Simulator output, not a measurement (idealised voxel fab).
The following process module bears the name voxel transistor to metal.
cross-section cut | 195 nm wide | cells 5 nm
For the purposes of this document, a cross-section shall be understood as a grid of square cells, specified as bands listed in top-to-bottom order, each band consisting of one or more rows of cells. Basically the band line says how high the top is and how high the bottom is, in nm, and then what's in it from left to right, every material with its width in nm. Empty space shows up as "blank", and if a single material carries "all across" it runs the full band edge to edge. Ref level 0: as-received wafer is one material below here. Bottom band extends down with no lower bound ("from 0 down"). With a width like "30 to 40", each row of cells in the band differs from the next by the same amount, the top row carrying the first number and the bottom row the second. "remained unchanged" means the step left every cell of the cross-section as it was. The list in "Fully sealed voids" covers empty spaces of 8 cells or more that cannot reach the top through any open way, and it gives each as width x height at distance; the distance is from the left edge, and width, height and distance are in nm. On a step's line, text after the settings is the simulator commenting on that step. The setting "overlay nm" may be written on the line of a step. When the step uses a mask, the value reports how far to the right of the planned place the mask lay, and a negative value reports that it lay to the left.

# Planned process steps
step 1: RECEIVE: material Si
step 2: CONFORMAL_DEP: material SiO2, thk nm 5
step 3: CONFORMAL_DEP: material SiN, thk nm 15
step 4: DIRECTIONAL_DEP: material aC, thk nm 15
step 5: PATTERN: tone cover, mask id ACTIVE, material resist, width nm 95, thk nm 30, overlay nm 0
step 6: DIRECTIONAL_ETCH: etch materials aC, depth nm 15
step 7: STRIP: etch materials resist
step 8: DIRECTIONAL_ETCH: etch materials SiN, depth nm 15
step 9: DIRECTIONAL_ETCH: etch materials SiO2, depth nm 5
step 10: DIRECTIONAL_ETCH: etch materials Si, depth nm 25
step 11: STRIP: etch materials aC
step 12: OXIDIZE: depth nm 5
step 13: FILL_DEP: material SiO2, thk nm 10
step 14: CMP: height nm 20
step 15: SELECTIVE_ETCH: etch materials SiO2, depth nm 15
step 16: STRIP: etch materials SiN
step 17: SELECTIVE_ETCH: etch materials SiO2, depth nm 5
step 18: OXIDIZE: depth nm 5
step 19: DIRECTIONAL_DEP: material polySi, thk nm 30
step 20: DIRECTIONAL_DEP: material SiCN, thk nm 10
step 21: MASKED_ETCH: tone cover, mask id GATE, width nm 25, etch materials SiCN, depth nm 20, overlay nm 0
step 22: MASKED_ETCH: tone cover, mask id GATE, width nm 25, etch materials polySi, depth nm 40, overlay nm 0
step 23: CONFORMAL_DEP: material SiO2, thk nm 5
step 24: DIRECTIONAL_ETCH: etch materials SiO2, depth nm 5
step 25: CONFORMAL_DEP: material SiN, thk nm 10
step 26: DIRECTIONAL_ETCH: etch materials SiN, depth nm 10
step 27: DIRECTIONAL_ETCH: etch materials SiO2, depth nm 5
step 28: DIRECTIONAL_ETCH: etch materials Si, depth nm 10
step 29: EPI: material SiGe, thk nm 10
step 30: FILL_DEP: material SiO2, thk nm 5
step 31: CMP: height nm 40
step 32: DIRECTIONAL_DEP: material SiO2, thk nm 15
step 33: DIRECTIONAL_DEP: material aC, thk nm 10
step 34: PATTERN: tone open, mask id CONTACT, material resist, width nm 15, pitch nm 70, thk nm 25, overlay nm 0
step 35: DIRECTIONAL_ETCH: etch materials aC, depth nm 10
step 36: STRIP: etch materials resist
step 37: DIRECTIONAL_ETCH: etch materials SiO2, depth nm 60
step 38: STRIP: etch materials aC
step 39: CONFORMAL_DEP: material TiN, thk nm 5
step 40: FILL_DEP: material Ru, thk nm 5
step 41: CMP: height nm 55
step 42: CONFORMAL_DEP: material SiN, thk nm 5
step 43: DIRECTIONAL_DEP: material lowk, thk nm 20
step 44: PATTERN: tone open, mask id METAL_1, material resist, width nm 15, pitch nm 70, thk nm 20, overlay nm 0
step 45: DIRECTIONAL_ETCH: etch materials lowk, depth nm 20
step 46: DIRECTIONAL_ETCH: etch materials SiN, depth nm 5
step 47: STRIP: etch materials resist
step 48: CONFORMAL_DEP: material TiN, thk nm 5
step 49: FILL_DEP: material W, thk nm 10
step 50: CMP: height nm 80
step 51: CONFORMAL_DEP: material SiCN, thk nm 5
step 52: DIRECTIONAL_DEP: material lowk, thk nm 35
step 53: PATTERN: tone open, mask id METAL_2, material resist, width nm 15, pitch nm 70, thk nm 15, overlay nm 0
step 54: DIRECTIONAL_ETCH: etch materials lowk, depth nm 20
step 55: STRIP: etch materials resist
step 56: PATTERN: tone open, mask id METAL_2_HOLES, material resist, width nm 15, pitch nm 70, thk nm 20, overlay nm 0
step 57: DIRECTIONAL_ETCH: etch materials lowk, depth nm 15
step 58: DIRECTIONAL_ETCH: etch materials SiCN, depth nm 5
step 59: STRIP: etch materials resist
step 60: CONFORMAL_DEP: material TiN, thk nm 5
step 61: FILL_DEP: material Cu, thk nm 5
step 62: CMP: height nm 120
step 63: CONFORMAL_DEP: material SiCN, thk nm 5

# Wafer cross-section on receipt, i.e. after step 1
	from 0 down: Si all across
	Fully sealed voids: none

# End-of-module cross-section of the first of two wafers, processed as planned
	from 125 to 120: SiCN all across
	from 120 to 85: lowk=55  TiN=5  Cu=5  TiN=5  lowk=55  TiN=5  Cu=5  TiN=5  lowk=55
	from 85 to 80: SiCN=55  TiN=15  SiCN=55  TiN=15  SiCN=55
	from 80 to 60: lowk=55  TiN=5  W=5  TiN=5  lowk=55  TiN=5  W=5  TiN=5  lowk=55
	from 60 to 55: SiN=55  TiN=15  SiN=55  TiN=15  SiN=55
	from 55 to 40: SiO2=55  TiN=5  Ru=5  TiN=5  SiO2=55  TiN=5  Ru=5  TiN=5  SiO2=55
	from 40 to 30: SiO2=55  TiN=5  Ru=5  TiN=5  SiN=10  SiO2=5  SiCN=25  SiO2=5  SiN=10  TiN=5  Ru=5  TiN=5  SiO2=55
	from 30 to 10: SiO2=55  TiN=5  Ru=5  TiN=5  SiN=10  SiO2=5  polySi=25  SiO2=5  SiN=10  TiN=5  Ru=5  TiN=5  SiO2=55
	from 10 to 5: SiO2=55  TiN=15  SiN=10  SiO2=5  polySi=25  SiO2=5  SiN=10  TiN=15  SiO2=55
	from 5 to 0: SiO2=55  TiN=5  SiGe=10  SiN=10  SiO2=5  polySi=25  SiO2=5  SiN=10  SiGe=10  TiN=5  SiO2=55
	from 0 to -5: SiO2=55  TiN=5  SiGe=10  SiO2=55  SiGe=10  TiN=5  SiO2=55
	from -5 to -15: SiO2=55  SiGe=15  Si=55  SiGe=15  SiO2=55
	from -15 to -30: SiO2=55  Si=85  SiO2=55
	from -30 down: Si all across
	Fully sealed voids: none

# Here is the second of the two wafers cut open at the end of the module - same start, same plan as the first one, but we made one mistake running it
	from 125 to 120: SiCN all across
	from 120 to 85: lowk=55  TiN=5  Cu=5  TiN=5  lowk=55  TiN=5  Cu=5  TiN=5  lowk=55
	from 85 to 80: SiCN=55  TiN=15  SiCN=55  TiN=15  SiCN=55
	from 80 to 60: lowk=55  TiN=5  W=5  TiN=5  lowk=55  TiN=5  W=5  TiN=5  lowk=55
	from 60 to 55: SiN=55  TiN=15  SiN=55  TiN=15  SiN=55
	from 55 to 40: SiO2=55  TiN=5  Ru=5  TiN=5  SiO2=55  TiN=5  Ru=5  TiN=5  SiO2=55
	from 40 to 30: SiO2=55  TiN=5  Ru=5  TiN=5  SiN=10  SiO2=5  SiCN=25  SiO2=5  SiN=10  TiN=5  Ru=5  TiN=5  SiO2=55
	from 30 to 10: SiO2=55  TiN=5  Ru=5  TiN=5  SiN=10  SiO2=5  polySi=25  SiO2=5  SiN=10  TiN=5  Ru=5  TiN=5  SiO2=55
	from 10 to 5: SiO2=55  TiN=15  SiN=10  SiO2=5  polySi=25  SiO2=5  SiN=10  TiN=15  SiO2=55
	from 5 to 0: SiO2=55  TiN=5  SiGe=10  SiN=10  SiO2=5  polySi=25  SiO2=5  SiN=10  SiGe=10  TiN=5  SiO2=55
	from 0 to -5: SiO2=35  SiN=15  SiO2=5  TiN=5  SiGe=10  SiO2=55  SiGe=10  TiN=5  SiO2=5  SiN=15  SiO2=35
	from -5 to -15: SiO2=35  SiN=15  SiO2=10  SiGe=10  Si=55  SiGe=10  SiO2=10  SiN=15  SiO2=35
	from -15 to -20: SiO2=60  Si=75  SiO2=60
	from -20 to -30: SiO2=55  Si=85  SiO2=55
	from -30 down: Si all across
	Fully sealed voids: none
Processing error: swap of plan steps 15 and 16 during execution
The closing comparison, in cells, has the second wafer with more or fewer of some materials than the first: Si: 2 fewer; SiGe: 4 fewer; SiN: 18 more; SiO2: 12 fewer
